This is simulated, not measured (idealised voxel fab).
Module name: voxel self aligned contacts (process module)
It is cross-section cut that appears here, measuring 230 nm in width, its square cells being 5 nm in size.
Format of a cross-section: grid, square cells. Given as bands. Order: top down. Band: one or more rows of cells.
Band: top and bottom heights (nm) first, top before bottom; then materials from left to right, widths in nm. "full width" marks a sole material filling the band edge to edge. "empty" denotes empty space.
It should be noted that heights are counted from 0, beneath which the wafer as supplied is of one material throughout, and that the lowest band possesses no lower boundary but continues downward, as written in "0 down".
Width spec "30..40" -> top row of cells at first value, bottom row at second value, equal per-row change in between.
"same as before" for a step: no cell of the cross-section changed in that step.
"Voids, fully enclosed": empty spaces of 8 cells or more with no open way to the top, each given as width x height at distance, distance from the left edge, all in nm.
Step line, after settings: the simulator's comment on this step.
A step's line can hold "overlay nm"; with a mask on that step, the setting says how far right of the planned place the mask lay, while a negative setting says it lay to the left.
# This section lists the process steps that were planned
- 1: RECEIVE with material Si
- 2: CONFORMAL_DEP with material SiO2, thk nm 5
- 3: DIRECTIONAL_DEP with material polySi, thk nm 20
- 4: DIRECTIONAL_DEP with material SiN, thk nm 15
- 5: DIRECTIONAL_DEP with material aC, thk nm 15
- 6: PATTERN with tone cover, mask id GATE, material resist, width nm 25, pitch nm 50, thk nm 30, overlay nm 0
- 7: DIRECTIONAL_ETCH with etch materials aC, depth nm 15
- 8: STRIP with etch materials resist
- 9: DIRECTIONAL_ETCH with etch materials SiN, depth nm 15
- 10: DIRECTIONAL_ETCH with etch materials polySi, depth nm 20
- 11: STRIP with etch materials aC
- 12: CONFORMAL_DEP with material SiN, thk nm 5
- 13: DIRECTIONAL_ETCH with etch materials SiN, depth nm 5
- 14: FILL_DEP with material SiO2, thk nm 15
- 15: CMP with height nm 50
- 16: PATTERN with tone open, mask id CONTACT, material resist, width nm 35, thk nm 15, overlay nm 0
- 17: DIRECTIONAL_ETCH with etch materials SiO2, depth nm 50
- 18: STRIP with etch materials resist
- 19: CONFORMAL_DEP with material TiN, thk nm 5
- 20: FILL_DEP with material Ru, thk nm 10
- 21: CMP with height nm 50
- 22: CONFORMAL_DEP with material SiN, thk nm 5
# The following pertains to the first of two wafers, which was processed as planned
# Cross-section of the incoming wafer, state after step 1
* 0 down = Si full width
* Voids, fully enclosed: none
# After step 2, in cross-section
* 5 to 0 = SiO2 full width
* Beneath the level 0, the cross-section is identical to its previous state.
# After step 3, in cross-section
* 25 to 5 = polySi full width
* Beneath the level 5, the cross-section is identical to its previous state.
# After step 4, in cross-section
* 40 to 25 = SiN full width
* Beneath the level 25, the cross-section is identical to its previous state.
# After step 5, in cross-section
* 55 to 40 = aC full width
* Beneath the level 40, the cross-section is identical to its previous state.
# After step 6, in cross-section
* 85 to 55 = 75 empty  25 resist  25 empty  25 resist  80 empty
* Beneath the level 55, the cross-section is identical to its previous state.
# After step 7, in cross-section
* 70 to 55 = 75 empty  25 resist  25 empty  25 resist  80 empty
* 55 to 40 = 75 empty  25 aC  25 empty  25 aC  80 empty
* Beneath the level 40, the cross-section is identical to its previous state.
# After step 8, in cross-section
* 55 to 40 = 75 empty  25 aC  25 empty  25 aC  80 empty
* Beneath the level 40, the cross-section is identical to its previous state.
# After step 9, in cross-section
* 55 to 40 = 75 empty  25 aC  25 empty  25 aC  80 empty
* 40 to 25 = 75 empty  25 SiN  25 empty  25 SiN  80 empty
* Beneath the level 25, the cross-section is identical to its previous state.
# After step 10, in cross-section
* 55 to 40 = 75 empty  25 aC  25 empty  25 aC  80 empty
* 40 to 25 = 75 empty  25 SiN  25 empty  25 SiN  80 empty
* 25 to 5 = 75 empty  25 polySi  25 empty  25 polySi  80 empty
* Beneath the level 5, the cross-section is identical to its previous state.
# After step 11, in cross-section
* 40 to 25 = 75 empty  25 SiN  25 empty  25 SiN  80 empty
* Beneath the level 25, the cross-section is identical to its previous state.
# After step 12, in cross-section
* 45 to 25 = 70 empty  35 SiN  15 empty  35 SiN  75 empty
* 25 to 10 = 70 empty  5 SiN  25 polySi  5 SiN  15 empty  5 SiN  25 polySi  5 SiN  75 empty
* 10 to 5 = 75 SiN  25 polySi  25 SiN  25 polySi  80 SiN
* Beneath the level 5, the cross-section is identical to its previous state.
# After step 13, in cross-section
* 40 to 25 = 70 empty  35 SiN  15 empty  35 SiN  75 empty
* 25 to 5 = 70 empty  5 SiN  25 polySi  5 SiN  15 empty  5 SiN  25 polySi  5 SiN  75 empty
* Beneath the level 5, the cross-section is identical to its previous state.
# After step 14, in cross-section
* 55 to 40 = SiO2 full width
* 40 to 25 = 70 SiO2  35 SiN  15 SiO2  35 SiN  75 SiO2
* 25 to 5 = 70 SiO2  5 SiN  25 polySi  5 SiN  15 SiO2  5 SiN  25 polySi  5 SiN  75 SiO2
* Beneath the level 5, the cross-section is identical to its previous state.
# After step 15, in cross-section
* 50 to 40 = SiO2 full width
* Beneath the level 40, the cross-section is identical to its previous state.
# After step 16, in cross-section
* 65 to 50 = 95 resist  35 empty  100 resist
* Beneath the level 50, the cross-section is identical to its previous state.
# After step 17, in cross-section
* 65 to 50 = 95 resist  35 empty  100 resist
* 50 to 40 = 95 SiO2  35 empty  100 SiO2
* 40 to 25 = 70 SiO2  35 SiN  15 empty  35 SiN  75 SiO2
* 25 to 5 = 70 SiO2  5 SiN  25 polySi  5 SiN  15 empty  5 SiN  25 polySi  5 SiN  75 SiO2
* 5 to 0 = 105 SiO2  15 empty  110 SiO2
* Beneath the level 0, the cross-section is identical to its previous state.
# After step 18, in cross-section
* 50 to 40 = 95 SiO2  35 empty  100 SiO2
* Beneath the level 40, the cross-section is identical to its previous state.
# After step 19, in cross-section
* 55 to 50 = 100 TiN  25 empty  105 TiN
* 50 to 40 = 95 SiO2  5..15 TiN  25..5 empty  5..15 TiN  100 SiO2
* 40 to 25 = 70 SiO2  35 SiN  5 TiN  5 empty  5 TiN  35 SiN  75 SiO2
* 25 to 5 = 70 SiO2  5 SiN  25 polySi  5 SiN  5 TiN  5 empty  5 TiN  5 SiN  25 polySi  5 SiN  75 SiO2
* 5 to 0 = 105 SiO2  15 TiN  110 SiO2
* Beneath the level 0, the cross-section is identical to its previous state.
# After step 20, in cross-section
* 65 to 55 = Ru full width
* 55 to 50 = 100 TiN  25 Ru  105 TiN
* 50 to 40 = 95 SiO2  5..15 TiN  25..5 Ru  5..15 TiN  100 SiO2
* 40 to 25 = 70 SiO2  35 SiN  5 TiN  5 Ru  5 TiN  35 SiN  75 SiO2
* 25 to 5 = 70 SiO2  5 SiN  25 polySi  5 SiN  5 TiN  5 Ru  5 TiN  5 SiN  25 polySi  5 SiN  75 SiO2
* Beneath the level 5, the cross-section is identical to its previous state.
# After step 21, in cross-section
* 50 to 40 = 95 SiO2  5..15 TiN  25..5 Ru  5..15 TiN  100 SiO2
* Beneath the level 40, the cross-section is identical to its previous state.
# After step 22, in cross-section
* 55 to 50 = SiN full width
* Beneath the level 50, the cross-section is identical to its previous state.
# Second wafer: same start and same plan as the first, one execution error; identical to the first through step 11
Second wafer, section view, time point: scheduled end of step 12: same as before
# Second wafer, section view, time point: scheduled end of step 13
* 35 to 25 = 75 empty  25 SiN  25 empty  25 SiN  80 empty
* Beneath the level 25, the cross-section is identical to its previous state.
# Second wafer, section view, time point: scheduled end of step 14
* 50 to 35 = SiO2 full width
* 35 to 25 = 75 SiO2  25 SiN  25 SiO2  25 SiN  80 SiO2
* 25 to 5 = 75 SiO2  25 polySi  25 SiO2  25 polySi  80 SiO2
* Beneath the level 5, the cross-section is identical to its previous state.
Second wafer, section view, time point: scheduled end of step 15: same as before
# Second wafer, section view, time point: scheduled end of step 16
* 65 to 50 = 95 resist  35 empty  100 resist
* Beneath the level 50, the cross-section is identical to its previous state.
# Second wafer, section view, time point: scheduled end of step 17
* 65 to 50 = 95 resist  35 empty  100 resist
* 50 to 35 = 95 SiO2  35 empty  100 SiO2
* 35 to 25 = 75 SiO2  25 SiN  25 empty  25 SiN  80 SiO2
* 25 to 5 = 75 SiO2  25 polySi  25 empty  25 polySi  80 SiO2
* 5 to 0 = 100 SiO2  25 empty  105 SiO2
* Beneath the level 0, the cross-section is identical to its previous state.
# Second wafer, section view, time point: scheduled end of step 18
* 50 to 35 = 95 SiO2  35 empty  100 SiO2
* Beneath the level 35, the cross-section is identical to its previous state.
# Second wafer, section view, time point: scheduled end of step 19
* 55 to 50 = 100 TiN  25 empty  105 TiN
* 50 to 40 = 95 SiO2  5 TiN  25 empty  5 TiN  100 SiO2
* 40 to 35 = 95 SiO2  10 TiN  15 empty  10 TiN  100 SiO2
* 35 to 25 = 75 SiO2  25 SiN  5 TiN  15 empty  5 TiN  25 SiN  80 SiO2
* 25 to 5 = 75 SiO2  25 polySi  5 TiN  15 empty  5 TiN  25 polySi  80 SiO2
* 5 to 0 = 100 SiO2  25 TiN  105 SiO2
* Beneath the level 0, the cross-section is identical to its previous state.
# Second wafer, section view, time point: scheduled end of step 20
* 65 to 55 = Ru full width
* 55 to 50 = 100 TiN  25 Ru  105 TiN
* 50 to 40 = 95 SiO2  5 TiN  25 Ru  5 TiN  100 SiO2
* 40 to 35 = 95 SiO2  10 TiN  15 Ru  10 TiN  100 SiO2
* 35 to 25 = 75 SiO2  25 SiN  5 TiN  15 Ru  5 TiN  25 SiN  80 SiO2
* 25 to 5 = 75 SiO2  25 polySi  5 TiN  15 Ru  5 TiN  25 polySi  80 SiO2
* Beneath the level 5, the cross-section is identical to its previous state.
# Second wafer, section view, time point: scheduled end of step 21
* 50 to 40 = 95 SiO2  5 TiN  25 Ru  5 TiN  100 SiO2
* Beneath the level 40, the cross-section is identical to its previous state.
# Second wafer, section view, time point: scheduled end of step 22
* 55 to 50 = SiN full width
* Beneath the level 50, the cross-section is identical to its previous state.
It is concluded that the wafer was processed incorrectly with respect to the plan, in that plan step 12 never ran because it was skipped
The second wafer ends with more or fewer cells of some materials than the first, per final count: 18 more of Ru | 38 fewer of SiN | 20 more of SiO2
